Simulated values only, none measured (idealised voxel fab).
The following is a process module called voxel gate over fins.
Shown is cross-section cut, with a width of 245 nm and square cells of size 5 nm.
Think of the cross-section as a grid of square cells. We describe it in bands, top to bottom, and each band covers one or more rows of those cells.
First you get the band's top height and its bottom height, in nm, and then the materials it's made of, left to right, with each width in nm. If you see a single material with "edge to edge", that one covers the band edge to edge. "air" is empty space.
Counting heights begins at 0, where everything beneath is, in the wafer as received, one material. The lowest band has no bottom; it goes on downwards, as "0..down" shows.
Width spec "30..40" -> top row of cells at first value, bottom row at second value, equal per-row change in between.
"left unchanged" (step): cross-section cells unchanged, all of them.
Each empty space that has no open way to the top and spans at least 8 cells appears under "Sealed void list" as width x height at distance, the distance counted from the left edge, all in nm.
Anything after a step's settings on that line? It's the simulator's own note about the step.
The "overlay nm" setting may appear on a step's line; for a step that uses a mask, it gives how far to the right of its planned position the mask lay, and a negative value indicates the left.

Here's what the planned process steps look like:
- 1: RECEIVE (material Si)
- 2: CONFORMAL_DEP (material SiN; thk nm 5)
- 3: PATTERN (tone cover; mask id FINS; material resist; width nm 15; pitch nm 35; thk nm 15; overlay nm 0)
- 4: DIRECTIONAL_ETCH (etch materials SiN; depth nm 5)
- 5: DIRECTIONAL_ETCH (etch materials Si; depth nm 40)
- 6: STRIP (etch materials resist)
- 7: FILL_DEP (material SiO2; thk nm 10)
- 8: CMP (height nm 5)
- 9: SELECTIVE_ETCH (etch materials SiO2; depth nm 15)
- 10: STRIP (etch materials SiN)
- 11: CONFORMAL_DEP (material HfO2; thk nm 5)
- 12: CONFORMAL_DEP (material TiN; thk nm 5)
- 13: FILL_DEP (material W; thk nm 15)
- 14: CMP (height nm 20)
- 15: CONFORMAL_DEP (material SiCN; thk nm 5)

The cross-section here shows the wafer as received, i.e. in its state after step 1:
* 0..down: Si edge to edge
* Sealed void list: none

Post-module cross-section: identical start and plan to those above, one misstep in execution:
* 25..20: SiCN edge to edge
* 20..10: W edge to edge
* 10..5: W (50)  TiN (140)  W (55)
* 5..0: W (50)  TiN (5)  HfO2 (25)  TiN (10)  HfO2 (25)  TiN (10)  HfO2 (25)  TiN (10)  HfO2 (25)  TiN (5)  W (55)
* 0..-15: W (50)  TiN (5)  HfO2 (5)  Si (15)  HfO2 (5)  TiN (10)  HfO2 (5)  Si (15)  HfO2 (5)  TiN (10)  HfO2 (5)  Si (15)  HfO2 (5)  TiN (10)  HfO2 (5)  Si (15)  HfO2 (5)  TiN (5)  W (55)
* -15..-20: TiN (55)  HfO2 (5)  Si (15)  HfO2 (5)  TiN (10)  HfO2 (5)  Si (15)  HfO2 (5)  TiN (10)  HfO2 (5)  Si (15)  HfO2 (5)  TiN (10)  HfO2 (5)  Si (15)  HfO2 (5)  TiN (60)
* -20..-25: HfO2 (60)  Si (15)  HfO2 (20)  Si (15)  HfO2 (20)  Si (15)  HfO2 (20)  Si (15)  HfO2 (65)
* -25..-40: SiO2 (60)  Si (15)  SiO2 (20)  Si (15)  SiO2 (20)  Si (15)  SiO2 (20)  Si (15)  SiO2 (65)
* -40..down: Si edge to edge
* Sealed void list: none
Here's what went sideways: regarding the plan, step 9 was run twice
